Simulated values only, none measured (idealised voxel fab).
Herein follows the process module entitled voxel gate over fins.
Pictured: cross-section cut, 255 nm wide, on a grid of 5 nm square cells.
A cross-section is a grid of square cells, given in bands from the top down. A band is one or more rows of cells.
The entry gives the band's vertical extent as a top height and a bottom height in nm, then its horizontal make-up as materials from left to right, each with a width in nm. "empty" stands for empty space; a single material marked "throughout" fills the band edge to edge.
Ref level 0: as-received wafer is one material below here. Bottom band extends down with no lower bound ("0 -> down").
With a width like "30 to 40", each row of cells in the band differs from the next by the same amount, the top row carrying the first number and the bottom row the second.
Any step labelled "nothing altered" changed none of the cells in the cross-section.
Sealed cavities: empty space of 8 cells or more with no open way to the top, each as width x height at its distance from the left edge, in nm
On each step's line, the part that comes after the settings is the simulator's own comment on the step.
overlay nm: step with mask; distance mask lay right of planned place; negative value = left of planned place.
Steps planned for the process
1: RECEIVE (material Si)
2: CONFORMAL_DEP (material SiN; thk nm 5)
3: MASKED_ETCH (tone cover; mask id FINS; width nm 15; pitch nm 50; etch materials SiN; depth nm 5; overlay nm 0)
4: MASKED_ETCH (tone cover; mask id FINS; width nm 15; pitch nm 50; etch materials Si; depth nm 30; overlay nm 0)
5: FILL_DEP (material SiO2; thk nm 10)
6: CMP (height nm 5)
7: MASKED_ETCH (tone open; mask id RAIL; width nm 15; etch materials SiO2; depth nm 30; overlay nm 0)
8: CONFORMAL_DEP (material TiN; thk nm 5)
9: FILL_DEP (material Ru; thk nm 5)
10: CMP (height nm 5)
11: SELECTIVE_ETCH (etch materials W Ru TiN; depth nm 20)
12: FILL_DEP (material SiO2; thk nm 5)
13: CMP (height nm 5)
14: SELECTIVE_ETCH (etch materials SiO2; depth nm 15)
15: STRIP (etch materials SiN)
16: CONFORMAL_DEP (material HfO2; thk nm 5)
17: CONFORMAL_DEP (material TiN; thk nm 5)
18: CONFORMAL_DEP (material TiAl; thk nm 5)
19: CONFORMAL_DEP (material TiN; thk nm 5)
20: FILL_DEP (material W; thk nm 10)
21: CMP (height nm 25)
22: CONFORMAL_DEP (material SiCN; thk nm 5)
Wafer cross-section on receipt, i.e. after step 1
- 0 -> down | Si throughout
- Sealed cavities: none
What the wafer looks like in cross-section after this module, when it starts as shown above and follows the plan above but one mistake is made in running it
- 30 -> 25 | SiCN throughout
- 25 -> 20 | W throughout
- 20 -> 15 | W=50  TiN=155  W=50
- 15 -> 10 | W=50  TiN=5  TiAl=45  TiN=5  TiAl=45  TiN=5  TiAl=45  TiN=5  W=50
- 10 -> 5 | TiN=55  TiAl=5  TiN=35  TiAl=5  TiN=5  TiAl=5  TiN=35  TiAl=5  TiN=5  TiAl=5  TiN=35  TiAl=5  TiN=55
- 5 -> 0 | TiAl=60  TiN=5  HfO2=25  TiN=5  TiAl=15  TiN=5  HfO2=25  TiN=5  TiAl=15  TiN=5  HfO2=25  TiN=5  TiAl=60
- 0 -> -5 | TiN=65  HfO2=5  Si=15  HfO2=5  TiN=25  HfO2=5  Si=15  HfO2=5  TiN=25  HfO2=5  Si=15  HfO2=5  TiN=65
- -5 -> -10 | HfO2=70  Si=15  HfO2=35  Si=15  HfO2=35  Si=15  HfO2=70
- -10 -> -15 | SiO2=70  Si=15  SiO2=35  Si=15  SiO2=35  Si=15  SiO2=70
- -15 -> -20 | SiO2=70  Si=15  SiO2=10  TiN=5  Ru=10  TiN=5  SiO2=5  Si=15  SiO2=35  Si=15  SiO2=70
- -20 -> -25 | SiO2=70  Si=15  SiO2=10  TiN=20  SiO2=5  Si=15  SiO2=35  Si=15  SiO2=70
- -25 -> -30 | SiO2=70  Si=15  SiO2=35  Si=15  SiO2=35  Si=15  SiO2=70
- -30 -> down | Si throughout
- Sealed cavities: none
In executing the process, a mistake was made relative to the plan: step 7 went in with a setting other than planned; the actual run was MASKED_ETCH (tone open; mask id RAIL; width nm 20; etch materials SiO2; depth nm 30; overlay nm 0)
